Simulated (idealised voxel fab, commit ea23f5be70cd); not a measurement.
You're looking at the process module voxel double patterning.
It is cross-section cut that appears here, measuring 295 nm in width, its square cells being 5 nm in size.
The cross-sections in this document take the form of a grid made of square cells. They are written out as bands, in order from top to bottom. Each band consists of one or more rows of cells. Band: top and bottom heights (nm) first, top before bottom; then materials from left to right, widths in nm. "throughout" marks a sole material filling the band edge to edge. "blank" denotes empty space. The level at which height equals 0 is the one under which the wafer, as it arrives, is entirely one material. No lower edge exists for the bottom band, which continues downward and is notated as in "0..down". Read "30..40" as a graded width: first number on top, second number at the bottom, same change between each pair of neighbouring rows. When a step is marked "identical to before", none of the cells in the cross-section changed during that step. In the "Internal closed voids" entry, you get each enclosed empty space of 8 cells or more, one with no open way to the top, written width x height at distance, distance from the left edge, in nm. Heads up: the bit after the settings on a step's line is the simulator's remark on that step. overlay nm: on a step with a mask, how far right of its planned place the mask lay; negative means left.
# Intended process steps
1: op RECEIVE | material Si
2: op CONFORMAL_DEP | material SiO2 | thk nm 5
3: op DIRECTIONAL_DEP | material W | thk nm 10
4: op DIRECTIONAL_DEP | material SiCN | thk nm 10
5: op DIRECTIONAL_DEP | material aC | thk nm 15
6: op PATTERN | tone open | mask id FIRST | material resist | width nm 15 | pitch nm 50 | thk nm 35 | overlay nm -15
7: op DIRECTIONAL_ETCH | etch materials aC | depth nm 15
8: op STRIP | etch materials resist
9: op DIRECTIONAL_ETCH | etch materials SiCN | depth nm 10
10: op STRIP | etch materials aC
11: op MASKED_ETCH | tone open | mask id SECOND | width nm 15 | etch materials SiCN | depth nm 10 | overlay nm 0
12: op DIRECTIONAL_ETCH | etch materials W | depth nm 10
13: op STRIP | etch materials SiCN
Quick note for whoever runs this: the wafers start identical, but the overlay nm at step 6 isn't the same across them. The plan just shows what the first wafer had.
# As-received cross-section, first of several wafers, post step 1
> 0..down = Si throughout
> Internal closed voids: none
# At the end of the module, after its last step, step 13, the first of several wafers appears in cross-section as follows
> 15..5 = W 100 nm | blank 15 nm | W 25 nm | blank 25 nm | W 130 nm
> 5..0 = SiO2 throughout
> 0..down = Si throughout
> Internal closed voids: none
# Showing the last wafer in cross-section at the end of the module
> 15..5 = W 130 nm | blank 25 nm | W 25 nm | blank 15 nm | W 100 nm
> 5..0 = SiO2 throughout
> 0..down = Si throughout
> Internal closed voids: none
# Per wafer (row), end of module: delta in cells per material since receipt, (+) for gained, (-) for lost; closed voids after that
overlay nm -15 | +59 SiO2 | +102 W | Internal closed voids: none
overlay nm -10 | +59 SiO2 | +100 W | Internal closed voids: none
overlay nm -5 | +59 SiO2 | +100 W | Internal closed voids: none
overlay nm 0 | +59 SiO2 | +100 W | Internal closed voids: none
overlay nm 5 | +59 SiO2 | +100 W | Internal closed voids: none
overlay nm 10 | +59 SiO2 | +100 W | Internal closed voids: none
overlay nm 15 | +59 SiO2 | +102 W | Internal closed voids: none
